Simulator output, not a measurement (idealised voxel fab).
The name of this process module is voxel wiring stack.
Cross-sectional view cut (width: 205 nm; square cell size: 5 nm).
Think of the cross-section as a grid of square cells. We describe it in bands, top to bottom, and each band covers one or more rows of those cells. Top, bottom (nm), then materials left to right with widths (nm); lone material tagged "all across" fills the whole band edge to edge; "air" = empty space. Ref level 0: as-received wafer is one material below here. Bottom band extends down with no lower bound ("0 and below"). The notation "30->40" denotes a width that varies across the rows of cells in the band, beginning at the first number in the top row, finishing at the second number in the bottom row, and changing by an identical amount from each row to the next. Step marked "left unchanged"? Then no cell in the cross-section changed in it. Listed in "Closed cavity list": every empty space of 8 or more cells without an open way to the top. Form: width x height at distance, the distance being from the left edge, all in nm. Post-settings text on a step line: simulator's own remark regarding the step. "overlay nm" on a masked step: distance the mask lay right of its planned place, negative for left.

The process steps that were planned are listed below
step 1: RECEIVE: material Si
step 2: CONFORMAL_DEP: material SiO2, thk nm 15
step 3: DIRECTIONAL_DEP: material TiN, thk nm 5
step 4: DIRECTIONAL_DEP: material W, thk nm 25
step 5: DIRECTIONAL_DEP: material aC, thk nm 15
step 6: PATTERN: tone cover, mask id METAL_1, material resist, width nm 20, pitch nm 40, thk nm 30, overlay nm 0
step 7: DIRECTIONAL_ETCH: etch materials aC, depth nm 15
step 8: STRIP: etch materials resist
step 9: DIRECTIONAL_ETCH: etch materials W, depth nm 25
step 10: DIRECTIONAL_ETCH: etch materials TiN, depth nm 5
step 11: STRIP: etch materials aC
step 12: CONFORMAL_DEP: material SiCN, thk nm 5
step 13: FILL_DEP: material SiO2, thk nm 5
step 14: CMP: height nm 45
step 15: CONFORMAL_DEP: material SiCN, thk nm 5
step 16: DIRECTIONAL_DEP: material lowk, thk nm 30
step 17: MASKED_ETCH: tone open, mask id METAL_2_HOLES, width nm 15, pitch nm 80, etch materials lowk, depth nm 30, overlay nm 0
step 18: PATTERN: tone open, mask id METAL_2, material resist, width nm 20, pitch nm 40, thk nm 20, overlay nm 0
step 19: DIRECTIONAL_ETCH: etch materials lowk, depth nm 15
step 20: DIRECTIONAL_ETCH: etch materials SiCN, depth nm 5
step 21: STRIP: etch materials resist
step 22: CONFORMAL_DEP: material TiN, thk nm 5
step 23: FILL_DEP: material Cu, thk nm 5
step 24: CMP: height nm 80
step 25: CONFORMAL_DEP: material SiCN, thk nm 5
step 26: DIRECTIONAL_DEP: material SiO2, thk nm 30
step 27: MASKED_ETCH: tone open, mask id METAL_3, width nm 20, pitch nm 40, etch materials SiO2, depth nm 15, overlay nm 0
step 28: MASKED_ETCH: tone open, mask id METAL_3_HOLES, width nm 15, pitch nm 80, etch materials SiO2, depth nm 15, overlay nm 0
step 29: MASKED_ETCH: tone open, mask id METAL_3_HOLES, width nm 15, pitch nm 80, etch materials SiCN, depth nm 5, overlay nm 0
step 30: CONFORMAL_DEP: material TiN, thk nm 5
step 31: FILL_DEP: material Ru, thk nm 5
step 32: CMP: height nm 115
step 33: CONFORMAL_DEP: material SiCN, thk nm 5
step 34: DIRECTIONAL_DEP: material SiO2, thk nm 25
step 35: MASKED_ETCH: tone open, mask id METAL_4, width nm 20, pitch nm 40, etch materials SiO2, depth nm 15, overlay nm 0
step 36: PATTERN: tone open, mask id METAL_4_HOLES, material resist, width nm 15, pitch nm 80, thk nm 20, overlay nm 0
step 37: DIRECTIONAL_ETCH: etch materials SiO2, depth nm 10
step 38: DIRECTIONAL_ETCH: etch materials SiCN, depth nm 5
step 39: STRIP: etch materials resist
step 40: CONFORMAL_DEP: material TiN, thk nm 5
step 41: FILL_DEP: material Ru, thk nm 10
step 42: CMP: height nm 145
step 43: CONFORMAL_DEP: material SiN, thk nm 5

So this is the incoming wafer in cross-section - it's already been through step 1
	0 and below  Si all across
	Closed cavity list: none

Looking at the first of two wafers in cross-section at end of module - ran to plan
	150 down to 145  SiN all across
	145 down to 135  30 nm SiO2 / 5 nm TiN / 10 nm Ru / 5 nm TiN / 20 nm SiO2 / 5 nm TiN / 10 nm Ru / 5 nm TiN / 20 nm SiO2 / 5 nm TiN / 10 nm Ru / 5 nm TiN / 20 nm SiO2 / 5 nm TiN / 10 nm Ru / 5 nm TiN / 35 nm SiO2
	135 down to 130  30 nm SiO2 / 5 nm TiN / 5 nm Ru / 10 nm TiN / 20 nm SiO2 / 20 nm TiN / 20 nm SiO2 / 5 nm TiN / 5 nm Ru / 10 nm TiN / 20 nm SiO2 / 20 nm TiN / 35 nm SiO2
	130 down to 120  30 nm SiO2 / 5 nm TiN / 5 nm Ru / 5 nm TiN / 65 nm SiO2 / 5 nm TiN / 5 nm Ru / 5 nm TiN / 80 nm SiO2
	120 down to 115  30 nm SiCN / 15 nm TiN / 65 nm SiCN / 15 nm TiN / 80 nm SiCN
	115 down to 105  30 nm SiO2 / 5 nm TiN / 10 nm Ru / 5 nm TiN / 20 nm SiO2 / 5 nm TiN / 10 nm Ru / 5 nm TiN / 20 nm SiO2 / 5 nm TiN / 10 nm Ru / 5 nm TiN / 20 nm SiO2 / 5 nm TiN / 10 nm Ru / 5 nm TiN / 35 nm SiO2
	105 down to 100  30 nm SiO2 / 5 nm TiN / 5 nm Ru / 10 nm TiN / 20 nm SiO2 / 20 nm TiN / 20 nm SiO2 / 5 nm TiN / 5 nm Ru / 10 nm TiN / 20 nm SiO2 / 20 nm TiN / 35 nm SiO2
	100 down to 85  30 nm SiO2 / 5 nm TiN / 5 nm Ru / 5 nm TiN / 65 nm SiO2 / 5 nm TiN / 5 nm Ru / 5 nm TiN / 80 nm SiO2
	85 down to 80  30 nm SiCN / 15 nm TiN / 65 nm SiCN / 15 nm TiN / 80 nm SiCN
	80 down to 70  30 nm lowk / 5 nm TiN / 10 nm Cu / 5 nm TiN / 20 nm lowk / 5 nm TiN / 10 nm Cu / 5 nm TiN / 20 nm lowk / 5 nm TiN / 10 nm Cu / 5 nm TiN / 20 nm lowk / 5 nm TiN / 10 nm Cu / 5 nm TiN / 35 nm lowk
	70 down to 65  30 nm lowk / 5 nm TiN / 5 nm Cu / 10 nm TiN / 20 nm lowk / 20 nm TiN / 20 nm lowk / 5 nm TiN / 5 nm Cu / 10 nm TiN / 20 nm lowk / 20 nm TiN / 35 nm lowk
	65 down to 50  30 nm lowk / 5 nm TiN / 5 nm Cu / 5 nm TiN / 65 nm lowk / 5 nm TiN / 5 nm Cu / 5 nm TiN / 80 nm lowk
	50 down to 45  30 nm SiCN / 15 nm TiN / 65 nm SiCN / 15 nm TiN / 80 nm SiCN
	45 down to 20  25 nm SiO2 / 5 nm SiCN / 20 nm W / 5 nm SiCN / 10 nm SiO2 / 5 nm SiCN / 20 nm W / 5 nm SiCN / 10 nm SiO2 / 5 nm SiCN / 20 nm W / 5 nm SiCN / 10 nm SiO2 / 5 nm SiCN / 20 nm W / 5 nm SiCN / 30 nm SiO2
	20 down to 15  30 nm SiCN / 20 nm TiN / 20 nm SiCN / 20 nm TiN / 20 nm SiCN / 20 nm TiN / 20 nm SiCN / 20 nm TiN / 35 nm SiCN
	15 down to 0  SiO2 all across
	0 and below  Si all across
	Closed cavity list: none

Second wafer of the two, sectioned at the end of the module. It began like the first and followed the same plan, but one mistake was made while running it
	150 down to 145  SiN all across
	145 down to 135  30 nm SiO2 / 5 nm TiN / 10 nm Ru / 5 nm TiN / 20 nm SiO2 / 5 nm TiN / 10 nm Ru / 5 nm TiN / 20 nm SiO2 / 5 nm TiN / 10 nm Ru / 5 nm TiN / 20 nm SiO2 / 5 nm TiN / 10 nm Ru / 5 nm TiN / 35 nm SiO2
	135 down to 130  30 nm SiO2 / 5 nm TiN / 5 nm Ru / 10 nm TiN / 20 nm SiO2 / 20 nm TiN / 20 nm SiO2 / 5 nm TiN / 5 nm Ru / 10 nm TiN / 20 nm SiO2 / 20 nm TiN / 35 nm SiO2
	130 down to 120  30 nm SiO2 / 5 nm TiN / 5 nm Ru / 5 nm TiN / 65 nm SiO2 / 5 nm TiN / 5 nm Ru / 5 nm TiN / 80 nm SiO2
	120 down to 115  30 nm SiCN / 15 nm TiN / 65 nm SiCN / 15 nm TiN / 80 nm SiCN
	115 down to 105  30 nm SiO2 / 5 nm TiN / 10 nm Ru / 5 nm TiN / 20 nm SiO2 / 5 nm TiN / 10 nm Ru / 5 nm TiN / 20 nm SiO2 / 5 nm TiN / 10 nm Ru / 5 nm TiN / 20 nm SiO2 / 5 nm TiN / 10 nm Ru / 5 nm TiN / 35 nm SiO2
	105 down to 100  30 nm SiO2 / 5 nm TiN / 5 nm Ru / 10 nm TiN / 20 nm SiO2 / 20 nm TiN / 20 nm SiO2 / 5 nm TiN / 5 nm Ru / 10 nm TiN / 20 nm SiO2 / 20 nm TiN / 35 nm SiO2
	100 down to 85  30 nm SiO2 / 5 nm TiN / 5 nm Ru / 5 nm TiN / 65 nm SiO2 / 5 nm TiN / 5 nm Ru / 5 nm TiN / 80 nm SiO2
	85 down to 80  30 nm SiCN / 15 nm TiN / 65 nm SiCN / 15 nm TiN / 80 nm SiCN
	80 down to 70  30 nm lowk / 5 nm TiN / 10 nm Cu / 5 nm TiN / 20 nm lowk / 5 nm TiN / 10 nm Cu / 5 nm TiN / 20 nm lowk / 5 nm TiN / 10 nm Cu / 5 nm TiN / 20 nm lowk / 5 nm TiN / 10 nm Cu / 5 nm TiN / 35 nm lowk
	70 down to 65  30 nm lowk / 5 nm TiN / 5 nm Cu / 10 nm TiN / 20 nm lowk / 20 nm TiN / 20 nm lowk / 5 nm TiN / 5 nm Cu / 10 nm TiN / 20 nm lowk / 20 nm TiN / 35 nm lowk
	65 down to 50  30 nm lowk / 5 nm TiN / 5 nm Cu / 5 nm TiN / 65 nm lowk / 5 nm TiN / 5 nm Cu / 5 nm TiN / 80 nm lowk
	50 down to 45  30 nm SiCN / 15 nm TiN / 65 nm SiCN / 15 nm TiN / 80 nm SiCN
	45 down to 40  25 nm SiO2 / 30 nm SiCN / 10 nm SiO2 / 30 nm SiCN / 10 nm SiO2 / 30 nm SiCN / 10 nm SiO2 / 30 nm SiCN / 30 nm SiO2
	40 down to 20  25 nm SiO2 / 5 nm SiCN / 20 nm W / 5 nm SiCN / 10 nm SiO2 / 5 nm SiCN / 20 nm W / 5 nm SiCN / 10 nm SiO2 / 5 nm SiCN / 20 nm W / 5 nm SiCN / 10 nm SiO2 / 5 nm SiCN / 20 nm W / 5 nm SiCN / 30 nm SiO2
	20 down to 15  30 nm SiCN / 20 nm W / 20 nm SiCN / 20 nm W / 20 nm SiCN / 20 nm W / 20 nm SiCN / 20 nm W / 35 nm SiCN
	15 down to 0  SiO2 all across
	0 and below  Si all across
	Closed cavity list: none
So what did we get wrong on this run? skipped: plan step 3 (never run)
Looking at both finished wafers in cells, the second ends up ahead of or behind the first on some materials: 16 more of SiCN; 16 fewer of TiN
